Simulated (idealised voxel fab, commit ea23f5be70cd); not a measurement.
Process module heading - voxel capacitor over wiring
The cross-section shown here is cut; it is 155 nm wide and divided into square cells measuring 5 nm on a side.
This document writes a cross-section as a grid whose cells are square, and gives it as bands, listed from the top down; one or more rows of cells form a band.
This entry defines a band. It first specifies the height of the band's top and the height of its bottom in nm, and then specifies the band's materials from left to right, stating each material with its width in nm. The word "full width" identifies a single material that fills the band from edge to edge, while the word "air" identifies empty space.
Measure heights from 0. That's the level where, below it, the as-received wafer is all one material. The lowest band is bottomless and extends downward; write it as in "0 down".
Graded width ("30->40"): value in top row of band = first number; value in bottom row = second number; row-to-row change constant.
Where the words "everything unchanged" appear for a step, the cross-section shows no cell changed by that step; every cell remained as before.
This entry, "Closed internal cavities", enumerates those empty regions of no fewer than 8 cells that possess no open connection to the top. Each region is reported in the form width x height at distance, the distance being taken from the left edge, with all three quantities expressed in nm.
Anything after a step's settings on that line? It's the simulator's own note about the step.
On any step carrying a mask, the "overlay nm" setting, if present on the step's line, tells how far right of its planned place the mask lay; negative values point to the left.
**Intended process steps**
1) RECEIVE, material Si
2) CONFORMAL_DEP, material SiO2, thk nm 10
3) DIRECTIONAL_DEP, material TiN, thk nm 5
4) DIRECTIONAL_DEP, material Ru, thk nm 20
5) DIRECTIONAL_DEP, material aC, thk nm 10
6) PATTERN, tone cover, mask id METAL_1, material resist, width nm 25, pitch nm 95, thk nm 30, overlay nm 0
7) DIRECTIONAL_ETCH, etch materials aC, depth nm 10
8) STRIP, etch materials resist
9) DIRECTIONAL_ETCH, etch materials Ru, depth nm 20
10) DIRECTIONAL_ETCH, etch materials TiN, depth nm 5
11) STRIP, etch materials aC
12) CONFORMAL_DEP, material SiN, thk nm 5
13) FILL_DEP, material lowk, thk nm 5
14) CMP, height nm 35
15) CONFORMAL_DEP, material SiCN, thk nm 5
16) DIRECTIONAL_DEP, material lowk, thk nm 15
17) PATTERN, tone open, mask id PLUG_1, material resist, width nm 15, thk nm 15, overlay nm 0
18) DIRECTIONAL_ETCH, etch materials lowk, depth nm 15
19) DIRECTIONAL_ETCH, etch materials SiCN, depth nm 5
20) STRIP, etch materials resist
21) EPI, material Ru, thk nm 10
22) EPI, material Ru, thk nm 10
23) DIRECTIONAL_DEP, material TiN, thk nm 5
24) DIRECTIONAL_DEP, material Al2O3, thk nm 5
25) DIRECTIONAL_DEP, material TiN, thk nm 10
26) PATTERN, tone cover, mask id UPPER_PLATE, material resist, width nm 75, thk nm 20, overlay nm 0
27) DIRECTIONAL_ETCH, etch materials TiN, depth nm 10
28) DIRECTIONAL_ETCH, etch materials Al2O3, depth nm 5
29) STRIP, etch materials resist
30) PATTERN, tone cover, mask id LOWER_PLATE, material resist, width nm 85, thk nm 20, overlay nm 0
31) DIRECTIONAL_ETCH, etch materials TiN, depth nm 5
32) STRIP, etch materials resist
33) FILL_DEP, material SiO2, thk nm 15
34) CMP, height nm 85
35) DIRECTIONAL_DEP, material aC, thk nm 10
36) PATTERN, tone open, mask id PLUG_2, material resist, width nm 15, thk nm 25, overlay nm 0
37) DIRECTIONAL_ETCH, etch materials aC, depth nm 10
38) STRIP, etch materials resist
39) DIRECTIONAL_ETCH, etch materials SiO2, depth nm 10
40) STRIP, etch materials aC
41) CONFORMAL_DEP, material TiN, thk nm 5
42) FILL_DEP, material Ru, thk nm 10
43) CMP, height nm 85
44) CONFORMAL_DEP, material SiCN, thk nm 5
**Run as planned: first of two wafers**
**Incoming wafer, cross-sectional view, post step 1**
  0 down = Si full width
  Closed internal cavities: none
**after step 2**
  10 to 0 = SiO2 full width
  All layers under 0 are left as they were.
**after step 3**
  15 to 10 = TiN full width
  All layers under 10 are left as they were.
**after step 4**
  35 to 15 = Ru full width
  All layers under 15 are left as they were.
**after step 5**
  45 to 35 = aC full width
  All layers under 35 are left as they were.
**after step 6**
  75 to 45 = 15 air, then 25 resist, then 70 air, then 25 resist, then 20 air
  All layers under 45 are left as they were.
**after step 7**
  65 to 45 = 15 air, then 25 resist, then 70 air, then 25 resist, then 20 air
  45 to 35 = 15 air, then 25 aC, then 70 air, then 25 aC, then 20 air
  All layers under 35 are left as they were.
**after step 8**
  45 to 35 = 15 air, then 25 aC, then 70 air, then 25 aC, then 20 air
  All layers under 35 are left as they were.
**after step 9**
  45 to 35 = 15 air, then 25 aC, then 70 air, then 25 aC, then 20 air
  35 to 15 = 15 air, then 25 Ru, then 70 air, then 25 Ru, then 20 air
  All layers under 15 are left as they were.
**after step 10**
  45 to 35 = 15 air, then 25 aC, then 70 air, then 25 aC, then 20 air
  35 to 15 = 15 air, then 25 Ru, then 70 air, then 25 Ru, then 20 air
  15 to 10 = 15 air, then 25 TiN, then 70 air, then 25 TiN, then 20 air
  All layers under 10 are left as they were.
**after step 11**
  35 to 15 = 15 air, then 25 Ru, then 70 air, then 25 Ru, then 20 air
  All layers under 15 are left as they were.
**after step 12**
  40 to 35 = 10 air, then 35 SiN, then 60 air, then 35 SiN, then 15 air
  35 to 15 = 10 air, then 5 SiN, then 25 Ru, then 5 SiN, then 60 air, then 5 SiN, then 25 Ru, then 5 SiN, then 15 air
  15 to 10 = 15 SiN, then 25 TiN, then 70 SiN, then 25 TiN, then 20 SiN
  All layers under 10 are left as they were.
**after step 13**
  45 to 40 = lowk full width
  40 to 35 = 10 lowk, then 35 SiN, then 60 lowk, then 35 SiN, then 15 lowk
  35 to 15 = 10 lowk, then 5 SiN, then 25 Ru, then 5 SiN, then 60 lowk, then 5 SiN, then 25 Ru, then 5 SiN, then 15 lowk
  All layers under 15 are left as they were.
**after step 14**
  35 to 15 = 10 lowk, then 5 SiN, then 25 Ru, then 5 SiN, then 60 lowk, then 5 SiN, then 25 Ru, then 5 SiN, then 15 lowk
  All layers under 15 are left as they were.
**after step 15**
  40 to 35 = SiCN full width
  All layers under 35 are left as they were.
**after step 16**
  55 to 40 = lowk full width
  All layers under 40 are left as they were.
**after step 17**
  70 to 55 = 25 resist, then 15 air, then 115 resist
  All layers under 55 are left as they were.
**after step 18**
  70 to 55 = 25 resist, then 15 air, then 115 resist
  55 to 40 = 25 lowk, then 15 air, then 115 lowk
  All layers under 40 are left as they were.
**after step 19**
  70 to 55 = 25 resist, then 15 air, then 115 resist
  55 to 40 = 25 lowk, then 15 air, then 115 lowk
  40 to 35 = 25 SiCN, then 15 air, then 115 SiCN
  All layers under 35 are left as they were.
**after step 20**
  55 to 40 = 25 lowk, then 15 air, then 115 lowk
  All layers under 40 are left as they were.
**after step 21**
  55 to 45 = 25 lowk, then 15 air, then 115 lowk
  45 to 40 = 25 lowk, then 15 Ru, then 115 lowk
  40 to 35 = 25 SiCN, then 15 Ru, then 115 SiCN
  All layers under 35 are left as they were.
**after step 22**
  55 to 40 = 25 lowk, then 15 Ru, then 115 lowk
  All layers under 40 are left as they were.
**after step 23**
  60 to 55 = TiN full width
  All layers under 55 are left as they were.
**after step 24**
  65 to 60 = Al2O3 full width
  All layers under 60 are left as they were.
**after step 25**
  75 to 65 = TiN full width
  All layers under 65 are left as they were.
**after step 26**
  95 to 75 = 25 air, then 75 resist, then 55 air
  All layers under 75 are left as they were.
**after step 27**
  95 to 75 = 25 air, then 75 resist, then 55 air
  75 to 65 = 25 air, then 75 TiN, then 55 air
  All layers under 65 are left as they were.
**after step 28**
  95 to 75 = 25 air, then 75 resist, then 55 air
  75 to 65 = 25 air, then 75 TiN, then 55 air
  65 to 60 = 25 air, then 75 Al2O3, then 55 air
  All layers under 60 are left as they were.
**after step 29**
  75 to 65 = 25 air, then 75 TiN, then 55 air
  All layers under 65 are left as they were.
**after step 30**
  95 to 75 = 20 air, then 85 resist, then 50 air
  75 to 65 = 20 air, then 5 resist, then 75 TiN, then 5 resist, then 50 air
  65 to 60 = 20 air, then 5 resist, then 75 Al2O3, then 5 resist, then 50 air
  All layers under 60 are left as they were.
**after step 31**
  95 to 75 = 20 air, then 85 resist, then 50 air
  75 to 65 = 20 air, then 5 resist, then 75 TiN, then 5 resist, then 50 air
  65 to 60 = 20 air, then 5 resist, then 75 Al2O3, then 5 resist, then 50 air
  60 to 55 = 20 air, then 85 TiN, then 50 air
  All layers under 55 are left as they were.
**after step 32**
  75 to 65 = 25 air, then 75 TiN, then 55 air
  65 to 60 = 25 air, then 75 Al2O3, then 55 air
  All layers under 60 are left as they were.
**after step 33**
  90 to 75 = SiO2 full width
  75 to 65 = 25 SiO2, then 75 TiN, then 55 SiO2
  65 to 60 = 25 SiO2, then 75 Al2O3, then 55 SiO2
  60 to 55 = 20 SiO2, then 85 TiN, then 50 SiO2
  All layers under 55 are left as they were.
**after step 34**
  85 to 75 = SiO2 full width
  All layers under 75 are left as they were.
**after step 35**
  95 to 85 = aC full width
  All layers under 85 are left as they were.
**after step 36**
  120 to 95 = 35 resist, then 15 air, then 105 resist
  All layers under 95 are left as they were.
**after step 37**
  110 to 95 = 35 resist, then 15 air, then 105 resist
  95 to 85 = 35 aC, then 15 air, then 105 aC
  All layers under 85 are left as they were.
**after step 38**
  95 to 85 = 35 aC, then 15 air, then 105 aC
  All layers under 85 are left as they were.
**after step 39**
  95 to 85 = 35 aC, then 15 air, then 105 aC
  85 to 75 = 35 SiO2, then 15 air, then 105 SiO2
  All layers under 75 are left as they were.
**after step 40**
  85 to 75 = 35 SiO2, then 15 air, then 105 SiO2
  All layers under 75 are left as they were.
**after step 41**
  90 to 85 = 40 TiN, then 5 air, then 110 TiN
  85 to 80 = 35 SiO2, then 5 TiN, then 5 air, then 5 TiN, then 105 SiO2
  80 to 75 = 35 SiO2, then 15 TiN, then 105 SiO2
  All layers under 75 are left as they were.
**after step 42**
  100 to 90 = Ru full width
  90 to 85 = 40 TiN, then 5 Ru, then 110 TiN
  85 to 80 = 35 SiO2, then 5 TiN, then 5 Ru, then 5 TiN, then 105 SiO2
  All layers under 80 are left as they were.
**after step 43**
  85 to 80 = 35 SiO2, then 5 TiN, then 5 Ru, then 5 TiN, then 105 SiO2
  All layers under 80 are left as they were.
**after step 44**
  90 to 85 = SiCN full width
  All layers under 85 are left as they were.
**Wafer two of two - same starting point, same process plan, one mistake in execution; matches wafer one up to and including step 14**
**X-section, second wafer, when step 15 was due to finish**
  50 to 35 = lowk full width
  All layers under 35 are left as they were.
**X-section, second wafer, when step 16 was due to finish**
  55 to 50 = SiCN full width
  All layers under 50 are left as they were.
**X-section, second wafer, when step 17 was due to finish**
  70 to 55 = 25 resist, then 15 air, then 115 resist
  All layers under 55 are left as they were.
X-section, second wafer, when step 18 was due to finish: everything unchanged
**X-section, second wafer, when step 19 was due to finish**
  70 to 55 = 25 resist, then 15 air, then 115 resist
  55 to 50 = 25 SiCN, then 15 air, then 115 SiCN
  All layers under 50 are left as they were.
**X-section, second wafer, when step 20 was due to finish**
  55 to 50 = 25 SiCN, then 15 air, then 115 SiCN
  All layers under 50 are left as they were.
X-section, second wafer, when step 21 was due to finish: everything unchanged
X-section, second wafer, when step 22 was due to finish: everything unchanged
**X-section, second wafer, when step 23 was due to finish**
  60 to 55 = 25 TiN, then 15 air, then 115 TiN
  55 to 50 = 25 SiCN, then 15 TiN, then 115 SiCN
  All layers under 50 are left as they were.
**X-section, second wafer, when step 24 was due to finish**
  65 to 60 = 25 Al2O3, then 15 air, then 115 Al2O3
  60 to 55 = 25 TiN, then 15 Al2O3, then 115 TiN
  All layers under 55 are left as they were.
**X-section, second wafer, when step 25 was due to finish**
  75 to 70 = 25 TiN, then 15 air, then 115 TiN
  70 to 65 = TiN full width
  65 to 60 = 25 Al2O3, then 15 TiN, then 115 Al2O3
  All layers under 60 are left as they were.
**X-section, second wafer, when step 26 was due to finish**
  95 to 75 = 25 air, then 75 resist, then 55 air
  75 to 70 = 25 TiN, then 15 resist, then 115 TiN
  All layers under 70 are left as they were.
**X-section, second wafer, when step 27 was due to finish**
  95 to 75 = 25 air, then 75 resist, then 55 air
  75 to 70 = 25 air, then 15 resist, then 60 TiN, then 55 air
  70 to 65 = 25 air, then 75 TiN, then 55 air
  All layers under 65 are left as they were.
**X-section, second wafer, when step 28 was due to finish**
  95 to 75 = 25 air, then 75 resist, then 55 air
  75 to 70 = 25 air, then 15 resist, then 60 TiN, then 55 air
  70 to 65 = 25 air, then 75 TiN, then 55 air
  65 to 60 = 25 air, then 15 TiN, then 60 Al2O3, then 55 air
  All layers under 60 are left as they were.
**X-section, second wafer, when step 29 was due to finish**
  75 to 65 = 40->25 air, then 60->75 TiN, then 55 air
  All layers under 65 are left as they were.
**X-section, second wafer, when step 30 was due to finish**
  95 to 75 = 20 air, then 85 resist, then 50 air
  75 to 65 = 20 air, then 20->5 resist, then 60->75 TiN, then 5 resist, then 50 air
  65 to 60 = 20 air, then 5 resist, then 15 TiN, then 60 Al2O3, then 5 resist, then 50 air
  All layers under 60 are left as they were.
**X-section, second wafer, when step 31 was due to finish**
  95 to 75 = 20 air, then 85 resist, then 50 air
  75 to 65 = 20 air, then 20->5 resist, then 60->75 TiN, then 5 resist, then 50 air
  65 to 60 = 20 air, then 5 resist, then 15 TiN, then 60 Al2O3, then 5 resist, then 50 air
  60 to 55 = 20 air, then 5 TiN, then 15 Al2O3, then 65 TiN, then 50 air
  All layers under 55 are left as they were.
**X-section, second wafer, when step 32 was due to finish**
  75 to 65 = 40->25 air, then 60->75 TiN, then 55 air
  65 to 60 = 25 air, then 15 TiN, then 60 Al2O3, then 55 air
  All layers under 60 are left as they were.
**X-section, second wafer, when step 33 was due to finish**
  90 to 75 = SiO2 full width
  75 to 65 = 40->25 SiO2, then 60->75 TiN, then 55 SiO2
  65 to 60 = 25 SiO2, then 15 TiN, then 60 Al2O3, then 55 SiO2
  60 to 55 = 20 SiO2, then 5 TiN, then 15 Al2O3, then 65 TiN, then 50 SiO2
  All layers under 55 are left as they were.
**X-section, second wafer, when step 34 was due to finish**
  85 to 75 = SiO2 full width
  All layers under 75 are left as they were.
**X-section, second wafer, when step 35 was due to finish**
  95 to 85 = aC full width
  All layers under 85 are left as they were.
**X-section, second wafer, when step 36 was due to finish**
  120 to 95 = 35 resist, then 15 air, then 105 resist
  All layers under 95 are left as they were.
**X-section, second wafer, when step 37 was due to finish**
  110 to 95 = 35 resist, then 15 air, then 105 resist
  95 to 85 = 35 aC, then 15 air, then 105 aC
  All layers under 85 are left as they were.
**X-section, second wafer, when step 38 was due to finish**
  95 to 85 = 35 aC, then 15 air, then 105 aC
  All layers under 85 are left as they were.
**X-section, second wafer, when step 39 was due to finish**
  95 to 85 = 35 aC, then 15 air, then 105 aC
  85 to 75 = 35 SiO2, then 15 air, then 105 SiO2
  All layers under 75 are left as they were.
**X-section, second wafer, when step 40 was due to finish**
  85 to 75 = 35 SiO2, then 15 air, then 105 SiO2
  All layers under 75 are left as they were.
**X-section, second wafer, when step 41 was due to finish**
  90 to 85 = 40 TiN, then 5 air, then 110 TiN
  85 to 80 = 35 SiO2, then 5 TiN, then 5 air, then 5 TiN, then 105 SiO2
  80 to 70 = 35->40 SiO2, then 15->60 TiN, then 105->55 SiO2
  All layers under 70 are left as they were.
**X-section, second wafer, when step 42 was due to finish**
  100 to 90 = Ru full width
  90 to 85 = 40 TiN, then 5 Ru, then 110 TiN
  85 to 80 = 35 SiO2, then 5 TiN, then 5 Ru, then 5 TiN, then 105 SiO2
  All layers under 80 are left as they were.
**X-section, second wafer, when step 43 was due to finish**
  85 to 80 = 35 SiO2, then 5 TiN, then 5 Ru, then 5 TiN, then 105 SiO2
  All layers under 80 are left as they were.
**X-section, second wafer, when step 44 was due to finish**
  90 to 85 = SiCN full width
  All layers under 85 are left as they were.
Run error: the run placed steps 15 and 16 each in the position the plan gave to the other
Final comparison by cell count, materials where the second wafer has more or fewer than the first: -12 Ru; +3 SiO2; +9 lowk
